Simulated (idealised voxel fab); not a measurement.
This is a process module. Its name is voxel capacitor over wiring.
Each square cell in cross-section cut measures 5 nm, and the section as a whole is 215 nm wide.
In what follows, cross-sections appear as grids of square cells, described through bands that run from the top down, where every band is one or more rows of cells. Band entry format. Leading values: height of top, height of bottom, nm. Remainder: materials in left-to-right order, each with its width in nm. Special words: "throughout" on a single material, which then fills the band edge to edge; "empty", empty space. Beneath 0, the wafer as received is one material, and that level is where height counting begins. The lowest band goes on downward without a bottom; it is written like "0 -> down". The notation "30 to 40" denotes a width that varies across the rows of cells in the band, beginning at the first number in the top row, finishing at the second number in the bottom row, and changing by an identical amount from each row to the next. Any step labelled "nothing changed" changed none of the cells in the cross-section. Closed empty spaces (no open way to the top) of 8 cells or more are what "Closed void register" lists, each as width x height at distance from the left edge, nm for all three. Note: text after step settings on the step line = simulator remark on that step. overlay nm: where the mask lay relative to plan, measured to the right, on steps with a mask; negatives go left.
Planned step list for the process:
1: RECEIVE | material Si
2: CONFORMAL_DEP | material SiO2 | thk nm 10
3: DIRECTIONAL_DEP | material TiN | thk nm 5
4: DIRECTIONAL_DEP | material Ru | thk nm 20
5: DIRECTIONAL_DEP | material aC | thk nm 15
6: PATTERN | tone cover | mask id METAL_1 | material resist | width nm 30 | pitch nm 95 | thk nm 30 | overlay nm 0
7: DIRECTIONAL_ETCH | etch materials aC | depth nm 15
8: STRIP | etch materials resist
9: DIRECTIONAL_ETCH | etch materials Ru | depth nm 20
10: DIRECTIONAL_ETCH | etch materials TiN | depth nm 5
11: STRIP | etch materials aC
12: CONFORMAL_DEP | material SiN | thk nm 5
13: FILL_DEP | material lowk | thk nm 10
14: CMP | height nm 35
15: CONFORMAL_DEP | material SiCN | thk nm 5
16: DIRECTIONAL_DEP | material SiO2 | thk nm 20
17: MASKED_ETCH | tone open | mask id PLUG_1 | width nm 15 | etch materials SiO2 | depth nm 20 | overlay nm 0
18: MASKED_ETCH | tone open | mask id PLUG_1 | width nm 15 | etch materials SiCN | depth nm 5 | overlay nm 0
19: CONFORMAL_DEP | material TiN | thk nm 5
20: FILL_DEP | material Ru | thk nm 5
21: CMP | height nm 60
22: DIRECTIONAL_DEP | material TiN | thk nm 5
23: DIRECTIONAL_DEP | material HfO2 | thk nm 5
24: DIRECTIONAL_DEP | material TiN | thk nm 5
25: PATTERN | tone cover | mask id UPPER_PLATE | material resist | width nm 70 | thk nm 15 | overlay nm 0
26: DIRECTIONAL_ETCH | etch materials TiN | depth nm 5
27: DIRECTIONAL_ETCH | etch materials HfO2 | depth nm 5
28: STRIP | etch materials resist
29: PATTERN | tone cover | mask id LOWER_PLATE | material resist | width nm 80 | thk nm 20 | overlay nm 0
30: DIRECTIONAL_ETCH | etch materials TiN | depth nm 5
31: STRIP | etch materials resist
32: FILL_DEP | material SiO2 | thk nm 20
33: CMP | height nm 90
34: PATTERN | tone open | mask id PLUG_2 | material resist | width nm 15 | thk nm 20 | overlay nm 0
35: DIRECTIONAL_ETCH | etch materials SiO2 | depth nm 15
36: STRIP | etch materials resist
37: CONFORMAL_DEP | material TiN | thk nm 5
38: FILL_DEP | material Cu | thk nm 10
39: CMP | height nm 90
40: CONFORMAL_DEP | material SiCN | thk nm 5
Cross-section of the wafer as it came to us, i.e., already through step 1:
- 0 -> down: Si throughout
- Closed void register: none
Cross-section, first of two wafers, end of module, run as planned:
- 95 -> 90: SiCN throughout
- 90 -> 80: SiO2: 70; TiN: 5; Cu: 5; TiN: 5; SiO2: 130
- 80 -> 70: SiO2: 70 to 60; TiN: 15 to 70; SiO2: 130 to 85
- 70 -> 65: SiO2: 60; HfO2: 70; SiO2: 85
- 65 -> 60: SiO2: 55; TiN: 80; SiO2: 80
- 60 -> 40: SiO2: 60; TiN: 5; Ru: 5; TiN: 5; SiO2: 140
- 40 -> 35: SiCN: 60; TiN: 15; SiCN: 140
- 35 -> 15: lowk: 40; SiN: 5; Ru: 30; SiN: 5; lowk: 55; SiN: 5; Ru: 30; SiN: 5; lowk: 40
- 15 -> 10: SiN: 45; TiN: 30; SiN: 65; TiN: 30; SiN: 45
- 10 -> 0: SiO2 throughout
- 0 -> down: Si throughout
- Closed void register: none
Cross-sectional view: second of two wafers, end of module; start and plan identical to the first, one mistake in running:
- 95 -> 90: SiCN throughout
- 90 -> 80: SiO2: 70; TiN: 5; Cu: 5; TiN: 5; SiO2: 130
- 80 -> 70: SiO2: 70 to 60; TiN: 15 to 70; SiO2: 130 to 85
- 70 -> 65: SiO2: 60; HfO2: 70; SiO2: 85
- 65 -> 60: SiO2: 55; TiN: 80; SiO2: 80
- 60 -> 40: SiO2: 60; TiN: 5; Ru: 5; TiN: 5; SiO2: 140
- 40 -> 35: SiCN: 60; TiN: 15; SiCN: 140
- 35 -> 25: lowk: 40; SiN: 5; Ru: 30; SiN: 5; lowk: 55; SiN: 5; Ru: 30; SiN: 5; lowk: 40
- 25 -> 20: SiN: 45; TiN: 30; SiN: 65; TiN: 30; SiN: 45
- 20 -> 10: TiN throughout
- 10 -> 0: SiO2 throughout
- 0 -> down: Si throughout
- Closed void register: none
Misprocessing identified: step 3 ran with different settings than intended, the actual operation and settings being DIRECTIONAL_DEP | material TiN | thk nm 15
End of process, cell counts, second wafer against first, materials with more or fewer: 24 fewer of Ru; 8 fewer of SiN; 86 more of TiN; 54 fewer of lowk
